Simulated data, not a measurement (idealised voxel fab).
Process module in this document: voxel spacer lines
This is section cut - it's 165 nm across, gridded in 5 nm square cells.
A cross-section is a grid of square cells, given in bands from the top down. A band is one or more rows of cells.
It is stipulated that each band's entry specify, in nanometres, the height of the top of the band and then that of its bottom, followed by the materials of the band in left-to-right sequence, each together with its width in nanometres. A single material marked by the word "full width" is understood to fill the band from edge to edge; the word "empty" is understood to denote empty space.
Heights are expressed relative to 0, this being the level below which the as-received wafer comprises one material exclusively. The lowest band is unbounded in the downward direction and is denoted as in "0 and below".
Graded width ("30->40"): value in top row of band = first number; value in bottom row = second number; row-to-row change constant.
Basically "everything unchanged" means that step didn't change any cell in the cross-section.
Empty spaces counting at least 8 cells and having no open way to the top are listed in "Sealed-off cavities". The notation width x height at distance is used for each, the distance being from the left edge and all three values in nm.
Where a step's line continues beyond its settings, the continuation is a remark by the simulator itself on that step.
"overlay nm" answers the question of how far to the right of plan the mask lay on a step that has a mask, and when it is negative the answer is to the left.

## Steps in the process plan
1,RECEIVE,material Si
2,CONFORMAL_DEP,material Al2O3,thk nm 5
3,DIRECTIONAL_DEP,material polySi,thk nm 20
4,DIRECTIONAL_DEP,material aC,thk nm 30
5,PATTERN,tone cover,mask id MANDREL,material resist,width nm 20,pitch nm 70,thk nm 35,overlay nm 0
6,DIRECTIONAL_ETCH,etch materials aC,depth nm 30
7,STRIP,etch materials resist
8,CONFORMAL_DEP,material SiO2,thk nm 15
9,DIRECTIONAL_ETCH,etch materials SiO2,depth nm 15
10,STRIP,etch materials aC
11,DIRECTIONAL_ETCH,etch materials polySi,depth nm 20
12,STRIP,etch materials SiO2

## This is the cross-section of the wafer as we received it, i.e. after step 1
> 0 and below | Si full width
> Sealed-off cavities: none

## Figure: cross-sectional view of the wafer upon completion of the module, processed from the initial state and according to the plan depicted above, with one error introduced during execution
> 25 down to 5 | 35 empty | 20 polySi | 50 empty | 20 polySi | 40 empty
> 5 down to 0 | Al2O3 full width
> 0 and below | Si full width
> Sealed-off cavities: none
Want to know what went wrong? step 5 ran as: PATTERN,tone open,mask id MANDREL,material resist,width nm 20,pitch nm 70,thk nm 35,overlay nm 0
